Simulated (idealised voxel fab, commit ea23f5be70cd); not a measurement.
process module | voxel fin reveal
cross-section cut | 190 nm wide | cells 5 nm
A cross-section is a grid of square cells, given in bands from the top down. A band is one or more rows of cells.
Each band's line starts with the height of the band's top and of its bottom, in nm. Then come its materials from left to right, each with its width in nm. One material with "throughout" fills the band from edge to edge. "air" is empty space.
Height 0 is the level under which the wafer as received is all one material. The lowest band goes on downwards, as in "0 down".
A width such as "30 to 40" changes by the same amount from each row of cells to the next, from the band's top row to its bottom row.
"no change" after a step means that no cell of the cross-section changed.
closed voids: empty space of 8 cells or more with no open way to the top, each as width x height at its distance from the left edge, in nm
after a step's settings: what the simulator itself notes on the step
overlay nm, on a step with a mask: how far to the right of its planned place the mask lay; to the left if negative
plan
1 op RECEIVE | material Si
2 op CONFORMAL_DEP | material SiN | thk nm 5
3 op PATTERN | tone cover | mask id FINS | material resist | width nm 15 | pitch nm 45 | thk nm 20 | overlay nm 0
4 op DIRECTIONAL_ETCH | etch materials SiN | depth nm 5
5 op DIRECTIONAL_ETCH | etch materials Si | depth nm 35
6 op STRIP | etch materials resist
7 op OXIDIZE | depth nm 5
8 op FILL_DEP | material SiO2 | thk nm 5
9 op CMP | height nm 5
10 op SELECTIVE_ETCH | etch materials SiO2 | depth nm 15
11 op STRIP | etch materials SiN
12 op CONFORMAL_DEP | material SiO2 | thk nm 5
varied across the wafers: thk nm of step 12. The plan shows the first wafer's value. All wafers start alike
first wafer as received, after step 1
  0 down: Si throughout
  closed voids: none
each wafer at the end: cells of each material gained (+) or lost (-) since it was received, then its closed voids
thk nm 5 | -272 Si | +258 SiO2 | closed voids: none
thk nm 10 | -272 Si | +312 SiO2 | closed voids: none
thk nm 15 | -272 Si | +366 SiO2 | closed voids: none
thk nm 20 | -272 Si | +420 SiO2 | closed voids: none
